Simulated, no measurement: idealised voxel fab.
The process module presented herein is designated voxel transistor to metal.
Shown is cross-section cut, with a width of 205 nm and square cells of size 5 nm.
Bands, listed from the top down, are how a cross-section gets written in this document; the cross-section itself is a grid of square cells, and a band is one or more rows of them. Each band's line starts with the height of the band's top and of its bottom, in nm. Then come its materials from left to right, each with its width in nm. One material with "full width" fills the band from edge to edge. "air" is empty space. Height datum 0, below which the as-received substrate wafer is one material. Lowest band open at the bottom, running downward: "0 -> down". It should be noted that a width expressed as "30..40" varies in equal increments from row to row of cells within the band, taking the value of the first number at the top row and that of the second number at the bottom row. The designation "changes: none", where it is given for a processing step, indicates that no cell of the cross-section was altered in the course of that step. Look at "Closed cavities" for the closed voids: empty spaces with no open path to the top, sized 8 cells or up. Each is width x height at distance, distance from the left edge, all nm. Whatever follows a step's settings on its line is a remark the simulator itself makes about that step. The setting "overlay nm" may be written on the line of a step. When the step uses a mask, the value reports how far to the right of the planned place the mask lay, and a negative value reports that it lay to the left. If you're wondering how to read the rest of this, here's the deal. It's pairs of cross-sections: one from before a process step, one from after it. The after one is only drawn as far down as the lowest band that changed. Right under each pair you'll see which step sits between them and what its settings were. Don't read the pairs as one continuous story, though. They can come from different runs of this module on the same starting wafer, and a pair only carries on from the one above it where its entry headed "Before step" says so.
**Before step**
    80 -> 65: lowk=55  air=15  lowk=60  air=15  lowk=60
    65 -> 50: lowk full width
    50 -> 45: SiCN full width
    45 -> 25: lowk=50  SiN=5  Ru=15  SiN=5  lowk=50  SiN=5  Ru=15  SiN=5  lowk=55
    25 -> 20: SiN=55  TiN=15  SiN=60  TiN=15  SiN=60
    20 -> 10: SiO2=55  TiN=5  Ru=5  TiN=5  SiO2=60  TiN=5  Ru=5  TiN=5  SiO2=60
    10 -> 0: SiO2=55  TiN=5  Ru=5  TiN=5  SiO2=5  SiN=10  HfO2=5  TiN=5  W=10  TiN=5  HfO2=5  SiN=10  SiO2=5  TiN=5  Ru=5  TiN=5  SiO2=60
    0 -> -5: SiO2=55  TiN=15  SiO2=5  SiN=10  HfO2=5  TiN=20  HfO2=5  SiN=10  SiO2=5  TiN=15  SiO2=60
    -5 -> -10: SiO2=40  nSi=35  SiO2=5  HfO2=40  SiO2=5  nSi=35  SiO2=45
    -10 -> -45: SiO2=55  Si=90  SiO2=60
    -45 -> down: Si full width
    Closed cavities: none
**Step Result**
    100 -> 80: resist=55  air=15  resist=60  air=15  resist=60
    Everything under 80 stays put, no change at all.
    Closed cavities: none
Quick note on the step between the two cross-sections above: PATTERN: tone open, mask id METAL_2_HOLES, material resist, width nm 15, pitch nm 75, thk nm 20, overlay nm 0
Before step: Please consult the pair immediately above; the cross-section it shows after its step is the state before this step.
**Step Result**
    100 -> 80: resist=55  air=15  resist=60  air=15  resist=60
    80 -> 50: lowk=55  air=15  lowk=60  air=15  lowk=60
    Everything under 50 stays put, no change at all.
    Closed cavities: none
Quick note on the step between the two cross-sections above: DIRECTIONAL_ETCH: etch materials lowk, depth nm 15
Before step: Please consult the pair immediately above; the cross-section it shows after its step is the state before this step.
**Step Result**
    100 -> 80: resist=55  air=15  resist=60  air=15  resist=60
    80 -> 50: lowk=55  air=15  lowk=60  air=15  lowk=60
    50 -> 45: SiCN=55  air=15  SiCN=60  air=15  SiCN=60
    Everything under 45 stays put, no change at all.
    Closed cavities: none
Quick note on the step between the two cross-sections above: DIRECTIONAL_ETCH: etch materials SiCN, depth nm 5
Before step: Please consult the pair immediately above; the cross-section it shows after its step is the state before this step.
**Step Result**
    80 -> 50: lowk=55  air=15  lowk=60  air=15  lowk=60
    Everything under 50 stays put, no change at all.
    Closed cavities: none
Quick note on the step between the two cross-sections above: STRIP: etch materials resist
Before step: Please consult the pair immediately above; the cross-section it shows after its step is the state before this step.
**Step Result**
    85 -> 80: TiN=60  air=5  TiN=70  air=5  TiN=65
    80 -> 50: lowk=55  TiN=5  air=5  TiN=5  lowk=60  TiN=5  air=5  TiN=5  lowk=60
    50 -> 45: SiCN=55  TiN=15  SiCN=60  TiN=15  SiCN=60
    Everything under 45 stays put, no change at all.
    Closed cavities: none
Quick note on the step between the two cross-sections above: CONFORMAL_DEP: material TiN, thk nm 5
Before step: Please consult the pair immediately above; the cross-section it shows after its step is the state before this step.
**Step Result**
    90 -> 85: Ru full width
    85 -> 80: TiN=60  Ru=5  TiN=70  Ru=5  TiN=65
    80 -> 50: lowk=55  TiN=5  Ru=5  TiN=5  lowk=60  TiN=5  Ru=5  TiN=5  lowk=60
    Everything under 50 stays put, no change at all.
    Closed cavities: none
Quick note on the step between the two cross-sections above: FILL_DEP: material Ru, thk nm 5
Before step: Please consult the pair immediately above; the cross-section it shows after its step is the state before this step.
**Step Result**
    80 -> 50: lowk=55  TiN=5  Ru=5  TiN=5  lowk=60  TiN=5  Ru=5  TiN=5  lowk=60
    Everything under 50 stays put, no change at all.
    Closed cavities: none
Quick note on the step between the two cross-sections above: CMP: height nm 80
Before step: Please consult the pair immediately above; the cross-section it shows after its step is the state before this step.
**Step Result**
    85 -> 80: SiN full width
    Everything under 80 stays put, no change at all.
    Closed cavities: none
Quick note on the step between the two cross-sections above: CONFORMAL_DEP: material SiN, thk nm 5
**Before step**
    60 -> 50: lowk full width
    50 -> 45: lowk=50  SiN=25  lowk=50  SiN=25  lowk=55
    45 -> 25: lowk=50  SiN=5  Ru=15  SiN=5  lowk=50  SiN=5  Ru=15  SiN=5  lowk=55
    25 -> 20: SiN=55  TiN=15  SiN=60  TiN=15  SiN=60
    20 -> 10: SiO2=55  TiN=5  Ru=5  TiN=5  SiO2=60  TiN=5  Ru=5  TiN=5  SiO2=60
    10 -> 5: SiO2=55  TiN=15  SiO2=5  SiN=10  HfO2=5  TiN=5  W=10  TiN=5  HfO2=5  SiN=10  SiO2=5  TiN=15  SiO2=60
    5 -> 0: SiO2=55  TiN=5  nSi=15  SiN=10  HfO2=5  TiN=5  W=10  TiN=5  HfO2=5  SiN=10  nSi=15  TiN=5  SiO2=60
    0 -> -5: SiO2=55  TiN=5  nSi=15  SiN=10  HfO2=5  TiN=20  HfO2=5  SiN=10  nSi=15  TiN=5  SiO2=60
    -5 -> -10: SiO2=50  nSi=25  SiO2=5  HfO2=40  SiO2=5  nSi=25  SiO2=55
    -10 -> -20: SiO2=55  nSi=20  Si=50  nSi=20  SiO2=60
    -20 -> -45: SiO2=55  Si=90  SiO2=60
    -45 -> down: Si full width
    Closed cavities: none
**Step Result**
    40 -> 25: lowk=50  SiN=5  Ru=15  SiN=5  lowk=50  SiN=5  Ru=15  SiN=5  lowk=55
    Everything under 25 stays put, no change at all.
    Closed cavities: none
Quick note on the step between the two cross-sections above: CMP: height nm 40
Before step: Please consult the pair immediately above; the cross-section it shows after its step is the state before this step.
**Step Result**
    45 -> 40: SiCN full width
    Everything under 40 stays put, no change at all.
    Closed cavities: none
Quick note on the step between the two cross-sections above: CONFORMAL_DEP: material SiCN, thk nm 5
Before step: Please consult the pair immediately above; the cross-section it shows after its step is the state before this step.
**Step Result**
    75 -> 45: lowk full width
    Everything under 45 stays put, no change at all.
    Closed cavities: none
Quick note on the step between the two cross-sections above: DIRECTIONAL_DEP: material lowk, thk nm 30
Before step: Please consult the pair immediately above; the cross-section it shows after its step is the state before this step.
**Step Result**
    95 -> 75: resist=55  air=15  resist=60  air=15  resist=60
    Everything under 75 stays put, no change at all.
    Closed cavities: none
Quick note on the step between the two cross-sections above: PATTERN: tone open, mask id METAL_2, material resist, width nm 15, pitch nm 75, thk nm 20, overlay nm 0
Before step: Please consult the pair immediately above; the cross-section it shows after its step is the state before this step.
**Step Result**
    95 -> 75: resist=55  air=15  resist=60  air=15  resist=60
    75 -> 60: lowk=55  air=15  lowk=60  air=15  lowk=60
    Everything under 60 stays put, no change at all.
    Closed cavities: none
Quick note on the step between the two cross-sections above: DIRECTIONAL_ETCH: etch materials lowk, depth nm 15
Before step: Please consult the pair immediately above; the cross-section it shows after its step is the state before this step.
**Step Result**
    75 -> 60: lowk=55  air=15  lowk=60  air=15  lowk=60
    Everything under 60 stays put, no change at all.
    Closed cavities: none
Quick note on the step between the two cross-sections above: STRIP: etch materials resist
Before step: Please consult the pair immediately above; the cross-section it shows after its step is the state before this step.
**Step Result**
    95 -> 75: resist=55  air=15  resist=60  air=15  resist=60
    Everything under 75 stays put, no change at all.
    Closed cavities: none
Quick note on the step between the two cross-sections above: PATTERN: tone open, mask id METAL_2_HOLES, material resist, width nm 15, pitch nm 75, thk nm 20, overlay nm 0
Before step: Please consult the pair immediately above; the cross-section it shows after its step is the state before this step.
**Step Result**
    95 -> 75: resist=55  air=15  resist=60  air=15  resist=60
    75 -> 45: lowk=55  air=15  lowk=60  air=15  lowk=60
    Everything under 45 stays put, no change at all.
    Closed cavities: none
Quick note on the step between the two cross-sections above: DIRECTIONAL_ETCH: etch materials lowk, depth nm 15
Before step: Please consult the pair immediately above; the cross-section it shows after its step is the state before this step.
**Step Result**
    95 -> 75: resist=55  air=15  resist=60  air=15  resist=60
    75 -> 45: lowk=55  air=15  lowk=60  air=15  lowk=60
    45 -> 40: SiCN=55  air=15  SiCN=60  air=15  SiCN=60
    Everything under 40 stays put, no change at all.
    Closed cavities: none
Quick note on the step between the two cross-sections above: DIRECTIONAL_ETCH: etch materials SiCN, depth nm 5
Before step: Please consult the pair immediately above; the cross-section it shows after its step is the state before this step.
**Step Result**
    75 -> 45: lowk=55  air=15  lowk=60  air=15  lowk=60
    Everything under 45 stays put, no change at all.
    Closed cavities: none
Quick note on the step between the two cross-sections above: STRIP: etch materials resist
Before step: Please consult the pair immediately above; the cross-section it shows after its step is the state before this step.
**Step Result**
    80 -> 75: TiN=60  air=5  TiN=70  air=5  TiN=65
    75 -> 45: lowk=55  TiN=5  air=5  TiN=5  lowk=60  TiN=5  air=5  TiN=5  lowk=60
    45 -> 40: SiCN=55  TiN=15  SiCN=60  TiN=15  SiCN=60
    Everything under 40 stays put, no change at all.
    Closed cavities: none
Quick note on the step between the two cross-sections above: CONFORMAL_DEP: material TiN, thk nm 5
Before step: Please consult the pair immediately above; the cross-section it shows after its step is the state before this step.
**Step Result**
    85 -> 80: Ru full width
    80 -> 75: TiN=60  Ru=5  TiN=70  Ru=5  TiN=65
    75 -> 45: lowk=55  TiN=5  Ru=5  TiN=5  lowk=60  TiN=5  Ru=5  TiN=5  lowk=60
    Everything under 45 stays put, no change at all.
    Closed cavities: none
Quick note on the step between the two cross-sections above: FILL_DEP: material Ru, thk nm 5
Before step: Please consult the pair immediately above; the cross-section it shows after its step is the state before this step.
**Step Result**
    80 -> 75: TiN=60  Ru=5  TiN=70  Ru=5  TiN=65
    Everything under 75 stays put, no change at all.
    Closed cavities: none
Quick note on the step between the two cross-sections above: CMP: height nm 80
Before step: Please consult the pair immediately above; the cross-section it shows after its step is the state before this step.
**Step Result**
    85 -> 80: SiN full width
    Everything under 80 stays put, no change at all.
    Closed cavities: none
Quick note on the step between the two cross-sections above: CONFORMAL_DEP: material SiN, thk nm 5
**Before step**
    30 -> 15: SiCN full width
    15 -> -5: polySi full width
    -5 -> -10: SiO2 full width
    -10 -> -45: SiO2=55  Si=90  SiO2=60
    -45 -> down: Si full width
    Closed cavities: none
**Step Result**
    45 -> 30: air=90  resist=25  air=90
    Everything under 30 stays put, no change at all.
    Closed cavities: none
Quick note on the step between the two cross-sections above: PATTERN: tone cover, mask id GATE, material resist, width nm 25, thk nm 15, overlay nm 0
Before step: Please consult the pair immediately above; the cross-section it shows after its step is the state before this step.
**Step Result**
    45 -> 30: air=90  resist=25  air=90
    30 -> 15: air=90  SiCN=25  air=90
    Everything under 15 stays put, no change at all.
    Closed cavities: none
Quick note on the step between the two cross-sections above: DIRECTIONAL_ETCH: etch materials SiCN, depth nm 25
Before step: Please consult the pair immediately above; the cross-section it shows after its step is the state before this step.
**Step Result**
    45 -> 30: air=90  resist=25  air=90
    30 -> 15: air=90  SiCN=25  air=90
    15 -> -5: air=90  polySi=25  air=90
    Everything under -5 stays put, no change at all.
    Closed cavities: none
Quick note on the step between the two cross-sections above: DIRECTIONAL_ETCH: etch materials polySi, depth nm 30
Before step: Please consult the pair immediately above; the cross-section it shows after its step is the state before this step.
**Step Result**
    30 -> 15: air=90  SiCN=25  air=90
    Everything under 15 stays put, no change at all.
    Closed cavities: none
Quick note on the step between the two cross-sections above: STRIP: etch materials resist
Before step: Please consult the pair immediately above; the cross-section it shows after its step is the state before this step.
**Step Result**
    40 -> 30: air=80  SiN=45  air=80
    30 -> 15: air=80  SiN=10  SiCN=25  SiN=10  air=80
    15 -> 5: air=80  SiN=10  polySi=25  SiN=10  air=80
    5 -> -5: SiN=90  polySi=25  SiN=90
    Everything under -5 stays put, no change at all.
    Closed cavities: none
Quick note on the step between the two cross-sections above: CONFORMAL_DEP: material SiN, thk nm 10
Before step: Please consult the pair immediately above; the cross-section it shows after its step is the state before this step.
**Step Result**
    30 -> 15: air=80  SiN=10  SiCN=25  SiN=10  air=80
    15 -> -5: air=80  SiN=10  polySi=25  SiN=10  air=80
    Everything under -5 stays put, no change at all.
    Closed cavities: none
Quick note on the step between the two cross-sections above: DIRECTIONAL_ETCH: etch materials SiN, depth nm 10
Before step: Please consult the pair immediately above; the cross-section it shows after its step is the state before this step.
**Step Result**
    30 -> 15: air=80  SiN=10  SiCN=25  SiN=10  air=80
    15 -> -5: air=80  SiN=10  polySi=25  SiN=10  air=80
    -5 -> -10: air=80  SiO2=45  air=80
    Everything under -10 stays put, no change at all.
    Closed cavities: none
Quick note on the step between the two cross-sections above: DIRECTIONAL_ETCH: etch materials SiO2, depth nm 5
Before step: Please consult the pair immediately above; the cross-section it shows after its step is the state before this step.
**Step Result**
    30 -> 15: air=80  SiN=10  SiCN=25  SiN=10  air=80
    15 -> -5: air=80  SiN=10  polySi=25  SiN=10  air=80
    -5 -> -10: air=80  SiO2=45  air=80
    -10 -> -20: SiO2=55  air=25  Si=45  air=20  SiO2=60
    Everything under -20 stays put, no change at all.
    Closed cavities: none
Quick note on the step between the two cross-sections above: DIRECTIONAL_ETCH: etch materials Si, depth nm 10
Before step: Please consult the pair immediately above; the cross-section it shows after its step is the state before this step.
**Step Result**
    30 -> 15: air=80  SiN=10  SiCN=25  SiN=10  air=80
    15 -> 5: air=80  SiN=10  polySi=25  SiN=10  air=80
    5 -> -5: air=65  nSi=15  SiN=10  polySi=25  SiN=10  nSi=15  air=65
    -5 -> -10: air=50  nSi=30  SiO2=45  nSi=25  air=55
    -10 -> -20: SiO2=55  nSi=25  Si=45  nSi=20  SiO2=60
    Everything under -20 stays put, no change at all.
    Closed cavities: none
Quick note on the step between the two cross-sections above: EPI: material nSi, thk nm 15
Before step: Please consult the pair immediately above; the cross-section it shows after its step is the state before this step.
**Step Result**
    35 -> 30: SiO2 full width
    30 -> 15: SiO2=80  SiN=10  SiCN=25  SiN=10  SiO2=80
    15 -> 5: SiO2=80  SiN=10  polySi=25  SiN=10  SiO2=80
    5 -> -5: SiO2=65  nSi=15  SiN=10  polySi=25  SiN=10  nSi=15  SiO2=65
    -5 -> -10: SiO2=50  nSi=30  SiO2=45  nSi=25  SiO2=55
    Everything under -10 stays put, no change at all.
    Closed cavities: none
Quick note on the step between the two cross-sections above: FILL_DEP: material SiO2, thk nm 5
Before step: Please consult the pair immediately above; the cross-section it shows after its step is the state before this step.
**Step Result**
    15 -> 5: SiO2=80  SiN=10  polySi=25  SiN=10  SiO2=80
    Everything under 5 stays put, no change at all.
    Closed cavities: none
Quick note on the step between the two cross-sections above: CMP: height nm 15
Before step: Please consult the pair immediately above; the cross-section it shows after its step is the state before this step.
**Step Result**
    15 -> 5: SiO2=80  SiN=10  air=25  SiN=10  SiO2=80
    5 -> -5: SiO2=65  nSi=15  SiN=10  air=25  SiN=10  nSi=15  SiO2=65
    Everything under -5 stays put, no change at all.
    Closed cavities: none
Quick note on the step between the two cross-sections above: STRIP: etch materials polySi
Before step: Please consult the pair immediately above; the cross-section it shows after its step is the state before this step.
**Step Result**
    15 -> 10: air=80  SiN=10  air=25  SiN=10  air=80
    10 -> 5: SiO2=80  SiN=10  air=25  SiN=10  SiO2=80
    5 -> -5: SiO2=65  nSi=15  SiN=10  air=25  SiN=10  nSi=15  SiO2=65
    -5 -> -10: SiO2=50  nSi=30  SiO2=5  air=35  SiO2=5  nSi=25  SiO2=55
    Everything under -10 stays put, no change at all.
    Closed cavities: none
Quick note on the step between the two cross-sections above: SELECTIVE_ETCH: etch materials SiO2, depth nm 5
Before step: Please consult the pair immediately above; the cross-section it shows after its step is the state before this step.
**Step Result**
    20 -> 15: air=75  HfO2=20  air=15  HfO2=20  air=75
    15 -> 10: HfO2=80  SiN=10  HfO2=5  air=15  HfO2=5  SiN=10  HfO2=80
    10 -> 5: SiO2=80  SiN=10  HfO2=5  air=15  HfO2=5  SiN=10  SiO2=80
    5 -> -5: SiO2=65  nSi=15  SiN=10  HfO2=5  air=15  HfO2=5  SiN=10  nSi=15  SiO2=65
    -5 -> -10: SiO2=50  nSi=30  SiO2=5  HfO2=35  SiO2=5  nSi=25  SiO2=55
    Everything under -10 stays put, no change at all.
    Closed cavities: none
Quick note on the step between the two cross-sections above: CONFORMAL_DEP: material HfO2, thk nm 5
Before step: Please consult the pair immediately above; the cross-section it shows after its step is the state before this step.
**Step Result**
    25 -> 20: air=70  TiN=30  air=5  TiN=30  air=70
    20 -> 15: TiN=75  HfO2=20  TiN=5  air=5  TiN=5  HfO2=20  TiN=75
    15 -> 10: HfO2=80  SiN=10  HfO2=5  TiN=5  air=5  TiN=5  HfO2=5  SiN=10  HfO2=80
    10 -> 5: SiO2=80  SiN=10  HfO2=5  TiN=5  air=5  TiN=5  HfO2=5  SiN=10  SiO2=80
    5 -> 0: SiO2=65  nSi=15  SiN=10  HfO2=5  TiN=5  air=5  TiN=5  HfO2=5  SiN=10  nSi=15  SiO2=65
    0 -> -5: SiO2=65  nSi=15  SiN=10  HfO2=5  TiN=15  HfO2=5  SiN=10  nSi=15  SiO2=65
    Everything under -5 stays put, no change at all.
    Closed cavities: none
Quick note on the step between the two cross-sections above: CONFORMAL_DEP: material TiN, thk nm 5
Before step: Please consult the pair immediately above; the cross-section it shows after its step is the state before this step.
**Step Result**
    30 -> 25: W full width
    25 -> 20: W=70  TiN=30  W=5  TiN=30  W=70
    20 -> 15: TiN=75  HfO2=20  TiN=5  W=5  TiN=5  HfO2=20  TiN=75
    15 -> 10: HfO2=80  SiN=10  HfO2=5  TiN=5  W=5  TiN=5  HfO2=5  SiN=10  HfO2=80
    10 -> 5: SiO2=80  SiN=10  HfO2=5  TiN=5  W=5  TiN=5  HfO2=5  SiN=10  SiO2=80
    5 -> 0: SiO2=65  nSi=15  SiN=10  HfO2=5  TiN=5  W=5  TiN=5  HfO2=5  SiN=10  nSi=15  SiO2=65
    Everything under 0 stays put, no change at all.
    Closed cavities: none
Quick note on the step between the two cross-sections above: FILL_DEP: material W, thk nm 5
Before step: Please consult the pair immediately above; the cross-section it shows after its step is the state before this step.
**Step Result**
    10 -> 5: SiO2=80  SiN=10  HfO2=5  TiN=5  W=5  TiN=5  HfO2=5  SiN=10  SiO2=80
    Everything under 5 stays put, no change at all.
    Closed cavities: none
Quick note on the step between the two cross-sections above: CMP: height nm 10
Before step: Please consult the pair immediately above; the cross-section it shows after its step is the state before this step.
**Step Result**
    20 -> 10: SiO2 full width
    Everything under 10 stays put, no change at all.
    Closed cavities: none
Quick note on the step between the two cross-sections above: DIRECTIONAL_DEP: material SiO2, thk nm 10
Before step: Please consult the pair immediately above; the cross-section it shows after its step is the state before this step.
**Step Result**
    40 -> 20: resist=55  air=15  resist=60  air=15  resist=60
    Everything under 20 stays put, no change at all.
    Closed cavities: none
Quick note on the step between the two cross-sections above: PATTERN: tone open, mask id CONTACT, material resist, width nm 15, pitch nm 75, thk nm 20, overlay nm 0
Before step: Please consult the pair immediately above; the cross-section it shows after its step is the state before this step.
**Step Result**
    40 -> 20: resist=55  air=15  resist=60  air=15  resist=60
    20 -> 10: SiO2=55  air=15  SiO2=60  air=15  SiO2=60
    10 -> 5: SiO2=55  air=15  SiO2=10  SiN=10  HfO2=5  TiN=5  W=5  TiN=5  HfO2=5  SiN=10  SiO2=5  air=15  SiO2=60
    5 -> 0: SiO2=55  air=10  nSi=15  SiN=10  HfO2=5  TiN=5  W=5  TiN=5  HfO2=5  SiN=10  nSi=15  air=5  SiO2=60
    0 -> -5: SiO2=55  air=10  nSi=15  SiN=10  HfO2=5  TiN=15  HfO2=5  SiN=10  nSi=15  air=5  SiO2=60
    Everything under -5 stays put, no change at all.
    Closed cavities: none
Quick note on the step between the two cross-sections above: DIRECTIONAL_ETCH: etch materials SiO2, depth nm 25
Before step: Please consult the pair immediately above; the cross-section it shows after its step is the state before this step.
**Step Result**
    20 -> 10: SiO2=55  air=15  SiO2=60  air=15  SiO2=60
    Everything under 10 stays put, no change at all.
    Closed cavities: none
Quick note on the step between the two cross-sections above: STRIP: etch materials resist
Before step: Please consult the pair immediately above; the cross-section it shows after its step is the state before this step.
**Step Result**
    25 -> 20: TiN=60  air=5  TiN=70  air=5  TiN=65
    20 -> 10: SiO2=55  TiN=5  air=5  TiN=5  SiO2=60  TiN=5  air=5  TiN=5  SiO2=60
    10 -> 5: SiO2=55  TiN=15  SiO2=10  SiN=10  HfO2=5  TiN=5  W=5  TiN=5  HfO2=5  SiN=10  SiO2=5  TiN=15  SiO2=60
    5 -> 0: SiO2=55  TiN=10  nSi=15  SiN=10  HfO2=5  TiN=5  W=5  TiN=5  HfO2=5  SiN=10  nSi=15  TiN=5  SiO2=60
    0 -> -5: SiO2=55  TiN=10  nSi=15  SiN=10  HfO2=5  TiN=15  HfO2=5  SiN=10  nSi=15  TiN=5  SiO2=60
    Everything under -5 stays put, no change at all.
    Closed cavities: none
Quick note on the step between the two cross-sections above: CONFORMAL_DEP: material TiN, thk nm 5
Before step: Please consult the pair immediately above; the cross-section it shows after its step is the state before this step.
**Step Result**
    35 -> 25: Ru full width
    25 -> 20: TiN=60  Ru=5  TiN=70  Ru=5  TiN=65
    20 -> 10: SiO2=55  TiN=5  Ru=5  TiN=5  SiO2=60  TiN=5  Ru=5  TiN=5  SiO2=60
    Everything under 10 stays put, no change at all.
    Closed cavities: none
Quick note on the step between the two cross-sections above: FILL_DEP: material Ru, thk nm 10
Before step: Please consult the pair immediately above; the cross-section it shows after its step is the state before this step.
**Step Result**
    20 -> 10: SiO2=55  TiN=5  Ru=5  TiN=5  SiO2=60  TiN=5  Ru=5  TiN=5  SiO2=60
    Everything under 10 stays put, no change at all.
    Closed cavities: none
Quick note on the step between the two cross-sections above: CMP: height nm 20
Before step: Please consult the pair immediately above; the cross-section it shows after its step is the state before this step.
**Step Result**
    25 -> 20: TiN full width
    Everything under 20 stays put, no change at all.
    Closed cavities: none
Quick note on the step between the two cross-sections above: DIRECTIONAL_DEP: material TiN, thk nm 5
Before step: Please consult the pair immediately above; the cross-section it shows after its step is the state before this step.
**Step Result**
    45 -> 25: Ru full width
    Everything under 25 stays put, no change at all.
    Closed cavities: none
Quick note on the step between the two cross-sections above: DIRECTIONAL_DEP: material Ru, thk nm 20
Before step: Please consult the pair immediately above; the cross-section it shows after its step is the state before this step.
**Step Result**
    55 -> 45: aC full width
    Everything under 45 stays put, no change at all.
    Closed cavities: none
Quick note on the step between the two cross-sections above: DIRECTIONAL_DEP: material aC, thk nm 10
Before step: Please consult the pair immediately above; the cross-section it shows after its step is the state before this step.
**Step Result**
    80 -> 55: air=55  resist=15  air=60  resist=15  air=60
    Everything under 55 stays put, no change at all.
    Closed cavities: none
Quick note on the step between the two cross-sections above: PATTERN: tone cover, mask id METAL_1, material resist, width nm 15, pitch nm 75, thk nm 25, overlay nm 0
Before step: Please consult the pair immediately above; the cross-section it shows after its step is the state before this step.
**Step Result**
    70 -> 55: air=55  resist=15  air=60  resist=15  air=60
    55 -> 45: air=55  aC=15  air=60  aC=15  air=60
    Everything under 45 stays put, no change at all.
    Closed cavities: none
Quick note on the step between the two cross-sections above: DIRECTIONAL_ETCH: etch materials aC, depth nm 10
Before step: Please consult the pair immediately above; the cross-section it shows after its step is the state before this step.
**Step Result**
    55 -> 45: air=55  aC=15  air=60  aC=15  air=60
    Everything under 45 stays put, no change at all.
    Closed cavities: none
Quick note on the step between the two cross-sections above: STRIP: etch materials resist
Before step: Please consult the pair immediately above; the cross-section it shows after its step is the state before this step.
**Step Result**
    55 -> 45: air=55  aC=15  air=60  aC=15  air=60
    45 -> 25: air=55  Ru=15  air=60  Ru=15  air=60
    Everything under 25 stays put, no change at all.
    Closed cavities: none
Quick note on the step between the two cross-sections above: DIRECTIONAL_ETCH: etch materials Ru, depth nm 20
Before step: Please consult the pair immediately above; the cross-section it shows after its step is the state before this step.
**Step Result**
    55 -> 45: air=55  aC=15  air=60  aC=15  air=60
    45 -> 25: air=55  Ru=15  air=60  Ru=15  air=60
    25 -> 20: air=55  TiN=15  air=60  TiN=15  air=60
    Everything under 20 stays put, no change at all.
    Closed cavities: none
Quick note on the step between the two cross-sections above: DIRECTIONAL_ETCH: etch materials TiN, depth nm 5
Before step: Please consult the pair immediately above; the cross-section it shows after its step is the state before this step.
**Step Result**
    45 -> 25: air=55  Ru=15  air=60  Ru=15  air=60
    Everything under 25 stays put, no change at all.
    Closed cavities: none
Quick note on the step between the two cross-sections above: STRIP: etch materials aC
Before step: Please consult the pair immediately above; the cross-section it shows after its step is the state before this step.
**Step Result**
    50 -> 45: air=50  SiN=25  air=50  SiN=25  air=55
    45 -> 25: air=50  SiN=5  Ru=15  SiN=5  air=50  SiN=5  Ru=15  SiN=5  air=55
    25 -> 20: SiN=55  TiN=15  SiN=60  TiN=15  SiN=60
    Everything under 20 stays put, no change at all.
    Closed cavities: none
Quick note on the step between the two cross-sections above: CONFORMAL_DEP: material SiN, thk nm 5
Before step: Please consult the pair immediately above; the cross-section it shows after its step is the state before this step.
**Step Result**
    60 -> 50: lowk full width
    50 -> 45: lowk=50  SiN=25  lowk=50  SiN=25  lowk=55
    45 -> 25: lowk=50  SiN=5  Ru=15  SiN=5  lowk=50  SiN=5  Ru=15  SiN=5  lowk=55
    Everything under 25 stays put, no change at all.
    Closed cavities: none
Quick note on the step between the two cross-sections above: FILL_DEP: material lowk, thk nm 10
Before step: Please consult the pair immediately above; the cross-section it shows after its step is the state before this step.
**Step Result**
    45 -> 25: lowk=50  SiN=5  Ru=15  SiN=5  lowk=50  SiN=5  Ru=15  SiN=5  lowk=55
    Everything under 25 stays put, no change at all.
    Closed cavities: none
Quick note on the step between the two cross-sections above: CMP: height nm 45
Before step: Please consult the pair immediately above; the cross-section it shows after its step is the state before this step.
**Step Result**
    50 -> 45: SiCN full width
    Everything under 45 stays put, no change at all.
    Closed cavities: none
Quick note on the step between the two cross-sections above: CONFORMAL_DEP: material SiCN, thk nm 5
Before step: Please consult the pair immediately above; the cross-section it shows after its step is the state before this step.
**Step Result**
    80 -> 50: lowk full width
    Everything under 50 stays put, no change at all.
    Closed cavities: none
Quick note on the step between the two cross-sections above: DIRECTIONAL_DEP: material lowk, thk nm 30
Before step: Please consult the pair immediately above; the cross-section it shows after its step is the state before this step.
**Step Result**
    100 -> 80: resist=55  air=15  resist=60  air=15  resist=60
    Everything under 80 stays put, no change at all.
    Closed cavities: none
Quick note on the step between the two cross-sections above: PATTERN: tone open, mask id METAL_2, material resist, width nm 15, pitch nm 75, thk nm 20, overlay nm 0
Before step: Please consult the pair immediately above; the cross-section it shows after its step is the state before this step.
**Step Result**
    100 -> 80: resist=55  air=15  resist=60  air=15  resist=60
    80 -> 65: lowk=55  air=15  lowk=60  air=15  lowk=60
    Everything under 65 stays put, no change at all.
    Closed cavities: none
Quick note on the step between the two cross-sections above: DIRECTIONAL_ETCH: etch materials lowk, depth nm 15
Before step: Please consult the pair immediately above; the cross-section it shows after its step is the state before this step.
**Step Result**
    80 -> 65: lowk=55  air=15  lowk=60  air=15  lowk=60
    Everything under 65 stays put, no change at all.
    Closed cavities: none
Quick note on the step between the two cross-sections above: STRIP: etch materials resist
Before step: Please consult the pair immediately above; the cross-section it shows after its step is the state before this step.
**Step Result**
    100 -> 80: resist=55  air=15  resist=60  air=15  resist=60
    Everything under 80 stays put, no change at all.
    Closed cavities: none
Quick note on the step between the two cross-sections above: PATTERN: tone open, mask id METAL_2_HOLES, material resist, width nm 15, pitch nm 75, thk nm 20, overlay nm 0
Before step: Please consult the pair immediately above; the cross-section it shows after its step is the state before this step.
**Step Result**
    100 -> 80: resist=55  air=15  resist=60  air=15  resist=60
    80 -> 50: lowk=55  air=15  lowk=60  air=15  lowk=60
    Everything under 50 stays put, no change at all.
    Closed cavities: none
Quick note on the step between the two cross-sections above: DIRECTIONAL_ETCH: etch materials lowk, depth nm 15
Before step: Please consult the pair immediately above; the cross-section it shows after its step is the state before this step.
**Step Result**
    100 -> 80: resist=55  air=15  resist=60  air=15  resist=60
    80 -> 50: lowk=55  air=15  lowk=60  air=15  lowk=60
    50 -> 45: SiCN=55  air=15  SiCN=60  air=15  SiCN=60
    Everything under 45 stays put, no change at all.
    Closed cavities: none
Quick note on the step between the two cross-sections above: DIRECTIONAL_ETCH: etch materials SiCN, depth nm 5
Before step: Please consult the pair immediately above; the cross-section it shows after its step is the state before this step.
**Step Result**
    80 -> 50: lowk=55  air=15  lowk=60  air=15  lowk=60
    Everything under 50 stays put, no change at all.
    Closed cavities: none
Quick note on the step between the two cross-sections above: STRIP: etch materials resist
Before step: Please consult the pair immediately above; the cross-section it shows after its step is the state before this step.
**Step Result**
    85 -> 80: TiN=60  air=5  TiN=70  air=5  TiN=65
    80 -> 50: lowk=55  TiN=5  air=5  TiN=5  lowk=60  TiN=5  air=5  TiN=5  lowk=60
    50 -> 45: SiCN=55  TiN=15  SiCN=60  TiN=15  SiCN=60
    Everything under 45 stays put, no change at all.
    Closed cavities: none
Quick note on the step between the two cross-sections above: CONFORMAL_DEP: material TiN, thk nm 5
